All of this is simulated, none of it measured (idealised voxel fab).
Process module, titled voxel self aligned contacts
Displayed cross-section: cut, width of 235 nm, square cells sized 5 nm.
The cross-sections in this document take the form of a grid made of square cells. They are written out as bands, in order from top to bottom. Each band consists of one or more rows of cells. Within each band entry, the heights of the top and of the bottom of the band appear first, in that order and in nm; the materials of the band then follow from left to right, each with its corresponding width in nm. The designation "all across" on a single material indicates that it fills the band from edge to edge; the designation "blank" indicates empty space. Ref level 0: as-received wafer is one material below here. Bottom band extends down with no lower bound ("0 and below"). A two-number width, for instance "30 to 40", indicates that the width is equal to the first number in the top row of the band and to the second number in the bottom row, and that it changes by a constant amount per row of cells. "no alterations made" (step): cross-section cells unchanged, all of them. The label "Closed cavities" introduces a list of the empty spaces, 8 cells or larger, that have no open way up to the top; each entry in it reads width x height at distance, where the distance is taken from the left edge and all three are stated in nm. If you see something after the settings on a step's line, that's the simulator's own remark about that step. overlay nm: on a step with a mask, how far right of its planned place the mask lay; negative means left.
### The planned process steps are enumerated hereunder
1,RECEIVE: material Si
2,CONFORMAL_DEP: material SiO2, thk nm 5
3,DIRECTIONAL_DEP: material polySi, thk nm 25
4,DIRECTIONAL_DEP: material SiN, thk nm 20
5,PATTERN: tone cover, mask id GATE, material resist, width nm 25, pitch nm 55, thk nm 15, overlay nm 0
6,DIRECTIONAL_ETCH: etch materials SiN, depth nm 20
7,DIRECTIONAL_ETCH: etch materials polySi, depth nm 25
8,STRIP: etch materials resist
9,CONFORMAL_DEP: material SiN, thk nm 5
10,DIRECTIONAL_ETCH: etch materials SiN, depth nm 5
11,FILL_DEP: material SiO2, thk nm 15
12,CMP: height nm 55
13,PATTERN: tone open, mask id CONTACT, material resist, width nm 30, pitch nm 55, thk nm 20, overlay nm 0
14,DIRECTIONAL_ETCH: etch materials SiO2, depth nm 55
15,STRIP: etch materials resist
16,CONFORMAL_DEP: material TiN, thk nm 5
17,FILL_DEP: material W, thk nm 10
18,CMP: height nm 55
19,CONFORMAL_DEP: material SiN, thk nm 5
The width nm used in step 13 is not the same on every wafer, whereas the starting condition is; the value printed in the plan is the first wafer's.
### Cross-section of the first of several wafers as received (after step 1)
> 0 and below = Si all across
> Closed cavities: none
### What follows is a table in which each wafer occupies a row; for the wafer as it stands at the close of the module, the row states, material by material, how many cells have been gained (+) or lost (-) since receipt, and then gives its closed voids
width nm 30, +161 SiN, +236 SiO2, +52 TiN, +40 W, +75 polySi, Closed cavities: none
width nm 35, +161 SiN, +234 SiO2, +54 TiN, +40 W, +75 polySi, Closed cavities: none
width nm 40, +161 SiN, +232 SiO2, +56 TiN, +40 W, +75 polySi, Closed cavities: none
